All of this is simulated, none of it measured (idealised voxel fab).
Process module in this document: voxel fin reveal
We display cut, a cross-section 200 nm in width whose square cells are each 5 nm.
Notation: cross-section as square-cell grid; stated in bands, top first, going down; one or more cell rows per band. Top, bottom (nm), then materials left to right with widths (nm); lone material tagged "everywhere" fills the whole band edge to edge; "air" = empty space. Height is counted from the level 0, under which the received wafer is composed throughout of one material. The lowest of the bands is not closed at the bottom but continues downward, in the notation "0..down". Width "30->40": first value at the band's top row of cells, second value at its bottom row, equal change from row to row. You'll sometimes find "nothing different" written for a step, and that's the way of saying that nowhere in the cross-section did a cell change during that step. Any empty space of 8 cells or more lacking an open way to the top shows up in "Enclosed cavity list" as width x height at distance, distance from the left edge, in nm. Post-settings text on a step line: simulator's own remark regarding the step. "overlay nm" on a masked step: distance the mask lay right of its planned place, negative for left.

plan
1. op RECEIVE | material Si
2. op CONFORMAL_DEP | material SiN | thk nm 5
3. op PATTERN | tone cover | mask id FINS | material resist | width nm 15 | pitch nm 45 | thk nm 20 | overlay nm 0
4. op DIRECTIONAL_ETCH | etch materials SiN | depth nm 5
5. op DIRECTIONAL_ETCH | etch materials Si | depth nm 35
6. op STRIP | etch materials resist
7. op FILL_DEP | material SiO2 | thk nm 5
8. op CMP | height nm 5
9. op SELECTIVE_ETCH | etch materials SiO2 | depth nm 20
10. op STRIP | etch materials SiN
11. op CONFORMAL_DEP | material HfO2 | thk nm 5

Wafer, first of two, run as planned

Here's what the wafer looked like in cross-section when it arrived - that's after step 1
  0..down: Si everywhere
  Enclosed cavity list: none

After step 2: wafer cross-section
  5..0: SiN everywhere
  below 0: unchanged

After step 3: wafer cross-section
  25..5: air 70; resist 15; air 30; resist 15; air 70
  below 5: unchanged

After step 4: wafer cross-section
  25..5: air 70; resist 15; air 30; resist 15; air 70
  5..0: air 70; SiN 15; air 30; SiN 15; air 70
  below 0: unchanged

After step 5: wafer cross-section
  25..5: air 70; resist 15; air 30; resist 15; air 70
  5..0: air 70; SiN 15; air 30; SiN 15; air 70
  0..-35: air 70; Si 15; air 30; Si 15; air 70
  below -35: unchanged

After step 6: wafer cross-section
  5..0: air 70; SiN 15; air 30; SiN 15; air 70
  below 0: unchanged

After step 7: wafer cross-section
  10..5: SiO2 everywhere
  5..0: SiO2 70; SiN 15; SiO2 30; SiN 15; SiO2 70
  0..-35: SiO2 70; Si 15; SiO2 30; Si 15; SiO2 70
  below -35: unchanged

After step 8: wafer cross-section
  5..0: SiO2 70; SiN 15; SiO2 30; SiN 15; SiO2 70
  below 0: unchanged

After step 9: wafer cross-section
  5..0: air 70; SiN 15; air 30; SiN 15; air 70
  0..-15: air 70; Si 15; air 30; Si 15; air 70
  below -15: unchanged

After step 10: wafer cross-section
  0..-15: air 70; Si 15; air 30; Si 15; air 70
  below -15: unchanged

After step 11: wafer cross-section
  5..0: air 65; HfO2 25; air 20; HfO2 25; air 65
  0..-10: air 65; HfO2 5; Si 15; HfO2 5; air 20; HfO2 5; Si 15; HfO2 5; air 65
  -10..-15: HfO2 70; Si 15; HfO2 30; Si 15; HfO2 70
  below -15: unchanged

Wafer two of the pair: same origin, same plan, one error during the run; identical to wafer one up to and including step 2

Cross-section, second wafer, at the end time the plan gives for step 3
  25..5: air 80; resist 15; air 30; resist 15; air 60
  below 5: unchanged

Cross-section, second wafer, at the end time the plan gives for step 4
  25..5: air 80; resist 15; air 30; resist 15; air 60
  5..0: air 80; SiN 15; air 30; SiN 15; air 60
  below 0: unchanged

Cross-section, second wafer, at the end time the plan gives for step 5
  25..5: air 80; resist 15; air 30; resist 15; air 60
  5..0: air 80; SiN 15; air 30; SiN 15; air 60
  0..-35: air 80; Si 15; air 30; Si 15; air 60
  below -35: unchanged

Cross-section, second wafer, at the end time the plan gives for step 6
  5..0: air 80; SiN 15; air 30; SiN 15; air 60
  below 0: unchanged

Cross-section, second wafer, at the end time the plan gives for step 7
  10..5: SiO2 everywhere
  5..0: SiO2 80; SiN 15; SiO2 30; SiN 15; SiO2 60
  0..-35: SiO2 80; Si 15; SiO2 30; Si 15; SiO2 60
  below -35: unchanged

Cross-section, second wafer, at the end time the plan gives for step 8
  5..0: SiO2 80; SiN 15; SiO2 30; SiN 15; SiO2 60
  below 0: unchanged

Cross-section, second wafer, at the end time the plan gives for step 9
  5..0: air 80; SiN 15; air 30; SiN 15; air 60
  0..-15: air 80; Si 15; air 30; Si 15; air 60
  below -15: unchanged

Cross-section, second wafer, at the end time the plan gives for step 10
  0..-15: air 80; Si 15; air 30; Si 15; air 60
  below -15: unchanged

Cross-section, second wafer, at the end time the plan gives for step 11
  5..0: air 75; HfO2 25; air 20; HfO2 25; air 55
  0..-10: air 75; HfO2 5; Si 15; HfO2 5; air 20; HfO2 5; Si 15; HfO2 5; air 55
  -10..-15: HfO2 80; Si 15; HfO2 30; Si 15; HfO2 60
  below -15: unchanged
Processing error: step 3: run off-plan, actual operation and settings op PATTERN | tone cover | mask id FINS | material resist | width nm 15 | pitch nm 45 | thk nm 20 | overlay nm 10
Tallied in cells, the final second wafer holds each material in the same quantity as the first, although not at the same places.
